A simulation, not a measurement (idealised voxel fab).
process module | voxel ribs on slabs
cross-section cut | 285 nm wide | cells 5 nm
A cross-section is a grid of square cells, given in bands from the top down. A band is one or more rows of cells.
Each band's line starts with the height of the band's top and of its bottom, in nm. Then come its materials from left to right, each with its width in nm. One material with "throughout" fills the band from edge to edge. "air" is empty space.
Height 0 is the level under which the wafer as received is all one material. The lowest band goes on downwards, as in "0 down".
A width such as "30 to 40" changes by the same amount from each row of cells to the next, from the band's top row to its bottom row.
"no change" after a step means that no cell of the cross-section changed.
closed voids: empty space of 8 cells or more with no open way to the top, each as width x height at its distance from the left edge, in nm
after a step's settings: what the simulator itself notes on the step
overlay nm, on a step with a mask: how far to the right of its planned place the mask lay; to the left if negative
plan
1 op RECEIVE | material Si
2 op DIRECTIONAL_DEP | material SiO2 | thk nm 30
3 op DIRECTIONAL_DEP | material SiN | thk nm 20
4 op MASKED_ETCH | tone cover | mask id RIB | width nm 25 | etch materials SiN | depth nm 15 | overlay nm 0
5 op PATTERN | tone cover | mask id SLAB | material resist | width nm 65 | thk nm 15 | overlay nm 0
6 op DIRECTIONAL_ETCH | etch materials SiN | depth nm 5
7 op STRIP | etch materials resist
8 op FILL_DEP | material SiO2 | thk nm 25
9 op CMP | height nm 70
10 op DIRECTIONAL_DEP | material TiN | thk nm 10
11 op DIRECTIONAL_DEP | material aC | thk nm 15
12 op PATTERN | tone cover | mask id HEATER | material resist | width nm 35 | thk nm 35 | overlay nm 0
13 op DIRECTIONAL_ETCH | etch materials aC | depth nm 15
14 op STRIP | etch materials resist
15 op DIRECTIONAL_ETCH | etch materials TiN | depth nm 10
16 op STRIP | etch materials aC
17 op CONFORMAL_DEP | material SiO2 | thk nm 5
first wafer, as planned
as received, after step 1
  0 down: Si throughout
  closed voids: none
after step 2
  30 to 0: SiO2 throughout
  below 0: unchanged
after step 3
  50 to 30: SiN throughout
  below 30: unchanged
after step 4
  50 to 35: air 130 | SiN 25 | air 130
  below 35: unchanged
after step 5
  65 to 50: air 110 | resist 65 | air 110
  50 to 35: air 110 | resist 20 | SiN 25 | resist 20 | air 110
  below 35: unchanged
after step 6
  65 to 50: air 110 | resist 65 | air 110
  50 to 35: air 110 | resist 20 | SiN 25 | resist 20 | air 110
  35 to 30: air 110 | SiN 65 | air 110
  below 30: unchanged
after step 7
  50 to 35: air 130 | SiN 25 | air 130
  below 35: unchanged
after step 8
  75 to 50: SiO2 throughout
  50 to 35: SiO2 130 | SiN 25 | SiO2 130
  35 to 30: SiO2 110 | SiN 65 | SiO2 110
  below 30: unchanged
after step 9
  70 to 50: SiO2 throughout
  below 50: unchanged
after step 10
  80 to 70: TiN throughout
  below 70: unchanged
after step 11
  95 to 80: aC throughout
  below 80: unchanged
after step 12
  130 to 95: air 125 | resist 35 | air 125
  below 95: unchanged
after step 13
  115 to 95: air 125 | resist 35 | air 125
  95 to 80: air 125 | aC 35 | air 125
  below 80: unchanged
after step 14
  95 to 80: air 125 | aC 35 | air 125
  below 80: unchanged
after step 15
  95 to 80: air 125 | aC 35 | air 125
  80 to 70: air 125 | TiN 35 | air 125
  below 70: unchanged
after step 16
  80 to 70: air 125 | TiN 35 | air 125
  below 70: unchanged
after step 17
  85 to 80: air 120 | SiO2 45 | air 120
  80 to 75: air 120 | SiO2 5 | TiN 35 | SiO2 5 | air 120
  75 to 70: SiO2 125 | TiN 35 | SiO2 125
  below 70: unchanged
second wafer: like start, like plan, one mistake. Through step 16 it matches the first wafer
when step 17 should have ended: no change
what went wrong: step 17 was left out
at the end the second wafer has, in cells: 61 fewer of SiO2
